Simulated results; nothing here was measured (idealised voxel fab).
You're looking at the process module voxel air gaps.
Xsec cut, 225 nm wide, square cell size 5 nm.
Cross-section layout: square cells on a grid; listed as bands, top to bottom; a band spans one or more cell rows. Heights first: top, then bottom, in nm. Then materials, left to right, each with a width in nm. "everywhere" on a single material: fills the band edge to edge. "empty": empty space. Height datum 0, below which the as-received substrate wafer is one material. Lowest band open at the bottom, running downward: "top 0, no bottom". Note: "30 to 40" means the width goes from the first number (top row of the band) to the second number (bottom row) in equal steps per row of cells. Basically "everything unchanged" means that step didn't change any cell in the cross-section. You'll see "Enclosed cavity list" listing empty spaces that have no way open to the top, as long as they're 8 cells or more; the notation is width x height at distance, where the distance is from the left edge, and all of it is in nm. Formally, on a step line, whatever follows the settings is a remark that the simulator itself makes on the step. A step's line can hold "overlay nm"; with a mask on that step, the setting says how far right of the planned place the mask lay, while a negative setting says it lay to the left.

This section lists the process steps that were planned
1 RECEIVE, material Si
2 CONFORMAL_DEP, material SiO2, thk nm 15
3 CONFORMAL_DEP, material SiN, thk nm 5
4 DIRECTIONAL_DEP, material lowk, thk nm 30
5 DIRECTIONAL_DEP, material aC, thk nm 10
6 PATTERN, tone open, mask id LINES, material resist, width nm 15, pitch nm 40, thk nm 25, overlay nm 0
7 DIRECTIONAL_ETCH, etch materials aC, depth nm 10
8 STRIP, etch materials resist
9 DIRECTIONAL_ETCH, etch materials lowk, depth nm 30
10 STRIP, etch materials aC
11 CONFORMAL_DEP, material TiN, thk nm 5
12 FILL_DEP, material W, thk nm 10
13 CMP, height nm 50
14 EPI, material Ru, thk nm 10
15 SELECTIVE_ETCH, etch materials lowk, depth nm 40
16 CONFORMAL_DEP, material SiCN, thk nm 5

Wafer as received: cross-section following step 1
    top 0, no bottom | Si everywhere
    Enclosed cavity list: none

Starting structure and process plan are as shown above, but one mistake was made in running the module; the wafer cross-section at the end of the module follows
    top 65, bottom 60 | SiCN everywhere
    top 60, bottom 50 | Ru everywhere
    top 50, bottom 25 | W (40) / TiN (5) / lowk (15) / TiN (5) / W (15) / TiN (5) / lowk (15) / TiN (5) / W (15) / TiN (5) / lowk (15) / TiN (5) / W (15) / TiN (5) / lowk (15) / TiN (5) / W (40)
    top 25, bottom 20 | TiN (45) / lowk (15) / TiN (25) / lowk (15) / TiN (25) / lowk (15) / TiN (25) / lowk (15) / TiN (45)
    top 20, bottom 15 | SiN everywhere
    top 15, bottom 0 | SiO2 everywhere
    top 0, no bottom | Si everywhere
    Enclosed cavity list: none
So what did we get wrong on this run? step 6 did not use the planned setting and instead ran as PATTERN, tone cover, mask id LINES, material resist, width nm 15, pitch nm 40, thk nm 25, overlay nm 0
